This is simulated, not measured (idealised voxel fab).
Documented hereafter: the process module known as voxel wiring stack.
The cross-section on display is named cut; it measures 240 nm wide, and its cells are 5 nm squares.
We lay out every cross-section as a grid of square cells and spell it out in bands from the top down, where one band means one or more rows of cells. The band entry comprises the height of the band's top followed by the height of its bottom, expressed in nm, and subsequently the band's materials from left to right, each stated together with its width in nm. Where a single material is marked with the word "full width", that material fills the band from edge to edge. The word "blank" represents empty space. For the purposes of this specification, 0 denotes the height below which the wafer in its as-received condition is composed wholly of one material, and the lowermost band, lacking a lower limit, extends downward without end, as expressed in "from 0 down". A two-number width, for instance "30..40", indicates that the width is equal to the first number in the top row of the band and to the second number in the bottom row, and that it changes by a constant amount per row of cells. Step marked "changes: none"? Then no cell in the cross-section changed in it. "Enclosed void listing": empty spaces of 8 cells or more with no open way to the top, each given as width x height at distance, distance from the left edge, all in nm. Text after the settings on a step's line: the simulator's own remark on that step. overlay nm: mask right of planned place by this much (step with mask). Neg. = left.
# These are the steps we planned for the process
step 1: op RECEIVE | material Si
step 2: op CONFORMAL_DEP | material SiO2 | thk nm 10
step 3: op DIRECTIONAL_DEP | material TiN | thk nm 5
step 4: op DIRECTIONAL_DEP | material Ru | thk nm 15
step 5: op DIRECTIONAL_DEP | material aC | thk nm 10
step 6: op PATTERN | tone cover | mask id METAL_1 | material resist | width nm 20 | pitch nm 50 | thk nm 30 | overlay nm 0
step 7: op DIRECTIONAL_ETCH | etch materials aC | depth nm 10
step 8: op STRIP | etch materials resist
step 9: op DIRECTIONAL_ETCH | etch materials Ru | depth nm 15
step 10: op DIRECTIONAL_ETCH | etch materials TiN | depth nm 5
step 11: op STRIP | etch materials aC
step 12: op CONFORMAL_DEP | material SiN | thk nm 5
step 13: op FILL_DEP | material SiO2 | thk nm 10
step 14: op CMP | height nm 30
step 15: op CONFORMAL_DEP | material SiCN | thk nm 5
step 16: op DIRECTIONAL_DEP | material lowk | thk nm 10
step 17: op PATTERN | tone open | mask id PLUG_1 | material resist | width nm 15 | pitch nm 50 | thk nm 15 | overlay nm 0
step 18: op DIRECTIONAL_ETCH | etch materials lowk | depth nm 10
step 19: op DIRECTIONAL_ETCH | etch materials SiCN | depth nm 5
step 20: op STRIP | etch materials resist
step 21: op EPI | material Ru | thk nm 10
step 22: op EPI | material Ru | thk nm 5
step 23: op CONFORMAL_DEP | material SiN | thk nm 5
step 24: op DIRECTIONAL_DEP | material SiO2 | thk nm 20
step 25: op PATTERN | tone open | mask id METAL_2 | material resist | width nm 20 | pitch nm 50 | thk nm 15 | overlay nm 0
step 26: op DIRECTIONAL_ETCH | etch materials SiO2 | depth nm 20
step 27: op DIRECTIONAL_ETCH | etch materials SiN | depth nm 5
step 28: op STRIP | etch materials resist
step 29: op CONFORMAL_DEP | material TiN | thk nm 5
step 30: op FILL_DEP | material Cu | thk nm 5
step 31: op CMP | height nm 70
step 32: op EPI | material Ru | thk nm 5
step 33: op FILL_DEP | material SiCN | thk nm 5
step 34: op DIRECTIONAL_DEP | material SiO2 | thk nm 15
step 35: op MASKED_ETCH | tone open | mask id PLUG_2 | width nm 15 | pitch nm 50 | etch materials SiO2 | depth nm 15 | overlay nm 0
step 36: op MASKED_ETCH | tone open | mask id PLUG_2 | width nm 15 | pitch nm 50 | etch materials SiCN | depth nm 5 | overlay nm 0
step 37: op EPI | material Ru | thk nm 10
step 38: op EPI | material Ru | thk nm 10
step 39: op DIRECTIONAL_DEP | material TiN | thk nm 5
step 40: op DIRECTIONAL_DEP | material Ru | thk nm 25
step 41: op MASKED_ETCH | tone cover | mask id METAL_3 | width nm 20 | pitch nm 50 | etch materials Ru | depth nm 25 | overlay nm 0
step 42: op MASKED_ETCH | tone cover | mask id METAL_3 | width nm 20 | pitch nm 50 | etch materials TiN | depth nm 5 | overlay nm 0
step 43: op FILL_DEP | material lowk | thk nm 5
step 44: op CMP | height nm 125
step 45: op CONFORMAL_DEP | material SiN | thk nm 5
# So this is the incoming wafer in cross-section - it's already been through step 1
> from 0 down = Si full width
> Enclosed void listing: none
# The cross-section shown corresponds to the wafer at the conclusion of the module. The initial structure and the process plan are those presented above; however, one mistake occurred in executing the plan
> from 130 to 125 = SiN full width
> from 125 to 100 = lowk (60), then Ru (20), then lowk (30), then Ru (20), then lowk (30), then Ru (20), then lowk (60)
> from 100 to 95 = lowk (60), then TiN (20), then lowk (30), then TiN (20), then lowk (30), then TiN (20), then lowk (60)
> from 95 to 80 = SiO2 (60), then Ru (15), then SiO2 (35), then Ru (15), then SiO2 (35), then Ru (15), then SiO2 (65)
> from 80 to 75 = SiCN (60), then Ru (15), then SiCN (35), then Ru (15), then SiCN (35), then Ru (15), then SiCN (65)
> from 75 to 70 = Ru (85), then SiCN (10), then Ru (40), then SiCN (10), then Ru (40), then SiCN (10), then Ru (45)
> from 70 to 60 = Cu (50), then TiN (5), then SiO2 (5), then TiN (5), then Cu (10), then TiN (5), then SiO2 (20), then TiN (5), then SiO2 (5), then TiN (5), then Cu (10), then TiN (5), then SiO2 (20), then TiN (5), then SiO2 (5), then TiN (5), then Cu (10), then TiN (5), then SiO2 (20), then TiN (5), then Cu (35)
> from 60 to 55 = TiN (55), then SiO2 (5), then TiN (5), then Cu (10), then TiN (5), then SiO2 (20), then TiN (5), then SiO2 (5), then TiN (5), then Cu (10), then TiN (5), then SiO2 (20), then TiN (5), then SiO2 (5), then TiN (5), then Cu (10), then TiN (5), then SiO2 (20), then TiN (40)
> from 55 to 50 = SiO2 (60), then TiN (5), then Cu (10), then TiN (5), then SiO2 (30), then TiN (5), then Cu (10), then TiN (5), then SiO2 (30), then TiN (5), then Cu (10), then TiN (5), then SiO2 (60)
> from 50 to 45 = SiO2 (55), then SiN (5), then TiN (20), then SiN (20), then SiO2 (5), then SiN (5), then TiN (20), then SiN (20), then SiO2 (5), then SiN (5), then TiN (20), then SiN (20), then SiO2 (40)
> from 45 to 35 = SiO2 (55), then SiN (5), then lowk (15), then Ru (20), then SiN (5), then SiO2 (5), then SiN (5), then lowk (15), then Ru (20), then SiN (5), then SiO2 (5), then SiN (5), then lowk (15), then Ru (20), then SiN (5), then SiO2 (40)
> from 35 to 30 = SiN (60), then SiCN (15), then Ru (20), then SiN (15), then SiCN (15), then Ru (20), then SiN (15), then SiCN (15), then Ru (20), then SiN (45)
> from 30 to 15 = SiO2 (55), then SiN (5), then Ru (20), then SiN (5), then SiO2 (20), then SiN (5), then Ru (20), then SiN (5), then SiO2 (20), then SiN (5), then Ru (20), then SiN (5), then SiO2 (55)
> from 15 to 10 = SiN (60), then TiN (20), then SiN (30), then TiN (20), then SiN (30), then TiN (20), then SiN (60)
> from 10 to 0 = SiO2 full width
> from 0 down = Si full width
> Enclosed void listing: none
Short version of what went wrong: step 17 ran as: op PATTERN | tone cover | mask id PLUG_1 | material resist | width nm 15 | pitch nm 50 | thk nm 15 | overlay nm 0
